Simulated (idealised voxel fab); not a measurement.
process module | voxel gate over fins
cross-section cut | 195 nm wide | cells 5 nm
A cross-section is a grid of square cells, given in bands from the top down. A band is one or more rows of cells.
Each band's line starts with the height of the band's top and of its bottom, in nm. Then come its materials from left to right, each with its width in nm. One material with "throughout" fills the band from edge to edge. "air" is empty space.
Height 0 is the level under which the wafer as received is all one material. The lowest band goes on downwards, as in "0 down".
A width such as "30 to 40" changes by the same amount from each row of cells to the next, from the band's top row to its bottom row.
"no change" after a step means that no cell of the cross-section changed.
closed voids: empty space of 8 cells or more with no open way to the top, each as width x height at its distance from the left edge, in nm
after a step's settings: what the simulator itself notes on the step
overlay nm, on a step with a mask: how far to the right of its planned place the mask lay; to the left if negative
plan
1 op RECEIVE | material Si
2 op CONFORMAL_DEP | material SiN | thk nm 5
3 op MASKED_ETCH | tone cover | mask id FINS | width nm 15 | pitch nm 55 | etch materials SiN | depth nm 5 | overlay nm 0
4 op MASKED_ETCH | tone cover | mask id FINS | width nm 15 | pitch nm 55 | etch materials Si | depth nm 35 | overlay nm 0
5 op FILL_DEP | material SiO2 | thk nm 15
6 op CMP | height nm 5
7 op DIRECTIONAL_DEP | material aC | thk nm 15
8 op PATTERN | tone open | mask id RAIL | material resist | width nm 15 | thk nm 30 | overlay nm -15
9 op DIRECTIONAL_ETCH | etch materials aC | depth nm 15
10 op STRIP | etch materials resist
11 op DIRECTIONAL_ETCH | etch materials SiO2 | depth nm 35
12 op STRIP | etch materials aC
13 op CONFORMAL_DEP | material TiN | thk nm 5
14 op FILL_DEP | material W | thk nm 5
15 op CMP | height nm 5
16 op SELECTIVE_ETCH | etch materials W Ru TiN | depth nm 20
17 op FILL_DEP | material SiO2 | thk nm 5
18 op CMP | height nm 5
19 op SELECTIVE_ETCH | etch materials SiO2 | depth nm 15
20 op STRIP | etch materials SiN
21 op CONFORMAL_DEP | material HfO2 | thk nm 5
22 op CONFORMAL_DEP | material TiN | thk nm 5
23 op FILL_DEP | material W | thk nm 15
24 op CMP | height nm 20
25 op CONFORMAL_DEP | material SiCN | thk nm 5
varied across the wafers: overlay nm of step 8. The plan shows the first wafer's value. All wafers start alike
first wafer as received, after step 1
  0 down: Si throughout
  closed voids: none
each wafer at the end: cells of each material gained (+) or lost (-) since it was received, then its closed voids
overlay nm -15 | +51 HfO2 | -210 Si | +39 SiCN | +144 SiO2 | +57 TiN | +114 W | closed voids: none
overlay nm -10 | +51 HfO2 | -210 Si | +39 SiCN | +141 SiO2 | +58 TiN | +116 W | closed voids: none
overlay nm -5 | +51 HfO2 | -210 Si | +39 SiCN | +141 SiO2 | +58 TiN | +116 W | closed voids: none
overlay nm 0 | +51 HfO2 | -210 Si | +39 SiCN | +141 SiO2 | +58 TiN | +116 W | closed voids: none
overlay nm 5 | +51 HfO2 | -210 Si | +39 SiCN | +141 SiO2 | +58 TiN | +116 W | closed voids: none
overlay nm 10 | +51 HfO2 | -210 Si | +39 SiCN | +141 SiO2 | +58 TiN | +116 W | closed voids: none
overlay nm 15 | +51 HfO2 | -210 Si | +39 SiCN | +141 SiO2 | +58 TiN | +116 W | closed voids: none
